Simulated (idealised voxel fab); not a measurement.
Title: Process Module voxel trench capacitor
This is section cut - it's 280 nm across, gridded in 5 nm square cells.
In what follows, cross-sections appear as grids of square cells, described through bands that run from the top down, where every band is one or more rows of cells. First you get the band's top height and its bottom height, in nm, and then the materials it's made of, left to right, with each width in nm. If you see a single material with "edge to edge", that one covers the band edge to edge. "blank" is empty space. It should be noted that heights are counted from 0, beneath which the wafer as supplied is of one material throughout, and that the lowest band possesses no lower boundary but continues downward, as written in "0 and below". Graded width ("30 to 40"): value in top row of band = first number; value in bottom row = second number; row-to-row change constant. "nothing was modified" after a step means that no cell of the cross-section changed. "Fully enclosed voids" means: voids of 8 cells or more that are shut off from the top with no open way through. Written width x height at distance, distance from the left edge, in nm. Whatever follows a step's settings on its line is a remark the simulator itself makes about that step. overlay nm, on a step with a mask: how far to the right of its planned place the mask lay; to the left if negative.

## Set out below are the planned steps of the process
1) RECEIVE, material Si
2) CONFORMAL_DEP, material SiN, thk nm 10
3) MASKED_ETCH, tone open, mask id TRENCH, width nm 15, pitch nm 55, etch materials SiN, depth nm 10, overlay nm 0
4) MASKED_ETCH, tone open, mask id TRENCH, width nm 25, pitch nm 55, etch materials Si, depth nm 30, overlay nm 0
5) CONFORMAL_DEP, material SiO2, thk nm 5
6) FILL_DEP, material polySi, thk nm 5
7) CMP, height nm 10
Variable across wafers: step 3 width nm (plan value is that of the first wafer; starting state common to all).

## First wafer of several, as received: cross-section after step 1
- 0 and below: Si edge to edge
- Fully enclosed voids: none

## Per wafer (row), end of module: delta in cells per material since receipt, (+) for gained, (-) for lost; closed voids after that
width nm 15, -72 Si, +88 SiN, +68 SiO2, +28 polySi, Fully enclosed voids: none
width nm 20, -96 Si, +80 SiN, +72 SiO2, +56 polySi, Fully enclosed voids: none
width nm 25, -120 Si, +72 SiN, +76 SiO2, +84 polySi, Fully enclosed voids: none
width nm 30, -120 Si, +64 SiN, +80 SiO2, +88 polySi, Fully enclosed voids: none
width nm 35, -120 Si, +56 SiN, +84 SiO2, +92 polySi, Fully enclosed voids: none
width nm 40, -120 Si, +48 SiN, +88 SiO2, +96 polySi, Fully enclosed voids: none
